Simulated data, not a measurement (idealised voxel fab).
You're looking at the process module voxel trench capacitor.
Cross-section cut spans 275 nm and uses square cells 5 nm in size.
Cross-section format: a grid of square cells, given as bands from top to bottom; each band is one or more rows of cells. Top, bottom (nm), then materials left to right with widths (nm); lone material tagged "edge to edge" fills the whole band edge to edge; "empty" = empty space. We count height from 0. Below that, the starting wafer is all one material. The lowest band never ends at the bottom but goes on down; see "0 down" for how that is written. The width entry "30->40" should be interpreted row by row: the top row of cells in the band takes the first number, the bottom row takes the second number, and the change between adjacent rows is uniform throughout. Where a step carries "no change", the cross-section came out of it unchanged, cell for cell. Look at "Enclosed voids" for the closed voids: empty spaces with no open path to the top, sized 8 cells or up. Each is width x height at distance, distance from the left edge, all nm. Read whatever lies past the settings on a step's line as the simulator's own remark about the step. "overlay nm" answers the question of how far to the right of plan the mask lay on a step that has a mask, and when it is negative the answer is to the left.
PLAN
1. RECEIVE (material Si)
2. CONFORMAL_DEP (material SiN; thk nm 10)
3. MASKED_ETCH (tone open; mask id TRENCH; width nm 30; pitch nm 60; etch materials SiN; depth nm 10; overlay nm 0)
4. MASKED_ETCH (tone open; mask id TRENCH; width nm 30; pitch nm 60; etch materials Si; depth nm 25; overlay nm 0)
5. CONFORMAL_DEP (material Al2O3; thk nm 5)
6. CONFORMAL_DEP (material TiN; thk nm 5)
7. FILL_DEP (material W; thk nm 10)
8. CMP (height nm 10)
RECEIVED-STATE CROSS-SECTION, REFLECTING COMPLETION OF STEP 1
0 down = Si edge to edge
Enclosed voids: none
WAFER CROSS-SECTION AT END OF MODULE: START AND PLAN AS SHOWN ABOVE, ONE EXECUTION ERROR
10 to 0 = SiN: 20, then Al2O3: 5->15, then TiN: 20->10, then Al2O3: 5, then SiN: 30, then Al2O3: 5->15, then TiN: 20->10, then Al2O3: 5, then SiN: 30, then Al2O3: 5->15, then TiN: 20->10, then Al2O3: 5, then SiN: 30, then Al2O3: 5->15, then TiN: 20->10, then Al2O3: 5, then SiN: 45
0 to -20 = Si: 30, then Al2O3: 5, then TiN: 10, then Al2O3: 5, then Si: 40, then Al2O3: 5, then TiN: 10, then Al2O3: 5, then Si: 40, then Al2O3: 5, then TiN: 10, then Al2O3: 5, then Si: 40, then Al2O3: 5, then TiN: 10, then Al2O3: 5, then Si: 45
-20 to -25 = Si: 30, then Al2O3: 20, then Si: 40, then Al2O3: 20, then Si: 40, then Al2O3: 20, then Si: 40, then Al2O3: 20, then Si: 45
-25 down = Si edge to edge
Enclosed voids: none
Misprocessing identified: step 3 did not use the planned setting and instead ran as MASKED_ETCH (tone open; mask id TRENCH; width nm 30; pitch nm 60; etch materials SiN; depth nm 10; overlay nm -10)
